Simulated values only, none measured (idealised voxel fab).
Herein follows the process module entitled voxel spacer lines.
Xsec cut, 250 nm wide, square cell size 5 nm.
Cross-section format: a grid of square cells, given as bands from top to bottom; each band is one or more rows of cells.
Each band's line starts with the height of the band's top and of its bottom, in nm. Then come its materials from left to right, each with its width in nm. One material with "everywhere" fills the band from edge to edge. "air" is empty space.
Ref level 0: as-received wafer is one material below here. Bottom band extends down with no lower bound ("0 nm and below").
Top row gets the first number, bottom row gets the second, and each row in between changes by the same step: that is how a band width like "30..40" works.
Take "no alterations made" at face value: in the step it is given for, the cross-section changed in none of its cells.
In the "Fully sealed voids" entry, you get each enclosed empty space of 8 cells or more, one with no open way to the top, written width x height at distance, distance from the left edge, in nm.
Where a step's line continues beyond its settings, the continuation is a remark by the simulator itself on that step.
overlay nm: how far to the right of its planned place the mask lay on this masked step (negative: to the left).
The process steps that were planned are listed below:
step 1: RECEIVE | material Si
step 2: CONFORMAL_DEP | material Al2O3 | thk nm 10
step 3: DIRECTIONAL_DEP | material W | thk nm 10
step 4: DIRECTIONAL_DEP | material aC | thk nm 25
step 5: PATTERN | tone cover | mask id MANDREL | material resist | width nm 15 | pitch nm 60 | thk nm 30 | overlay nm 0
step 6: DIRECTIONAL_ETCH | etch materials aC | depth nm 25
step 7: STRIP | etch materials resist
step 8: CONFORMAL_DEP | material SiO2 | thk nm 15
step 9: DIRECTIONAL_ETCH | etch materials SiO2 | depth nm 15
step 10: STRIP | etch materials aC
step 11: DIRECTIONAL_ETCH | etch materials W | depth nm 10
step 12: STRIP | etch materials SiO2
step 13: FILL_DEP | material SiO2 | thk nm 10
step 14: CMP | height nm 20
So this is the incoming wafer in cross-section - it's already been through step 1:
* 0 nm and below  Si everywhere
* Fully sealed voids: none
Run as planned - first of the two wafers cross-sectioned at the end of the module:
* 20 nm to 10 nm  SiO2 70 nm / W 15 nm / SiO2 15 nm / W 15 nm / SiO2 15 nm / W 15 nm / SiO2 15 nm / W 15 nm / SiO2 75 nm
* 10 nm to 0 nm  Al2O3 everywhere
* 0 nm and below  Si everywhere
* Fully sealed voids: none
Cross-sectional view: second of two wafers, end of module; start and plan identical to the first, one mistake in running:
* 20 nm to 10 nm  aC everywhere
* 10 nm to 0 nm  Al2O3 everywhere
* 0 nm and below  Si everywhere
* Fully sealed voids: none
Plan not followed: steps 3 and 4 run out of order (swapped)
Final difference in cells, second wafer against first, listed per material as more or fewer: 76 fewer of SiO2; 24 fewer of W; 100 more of aC
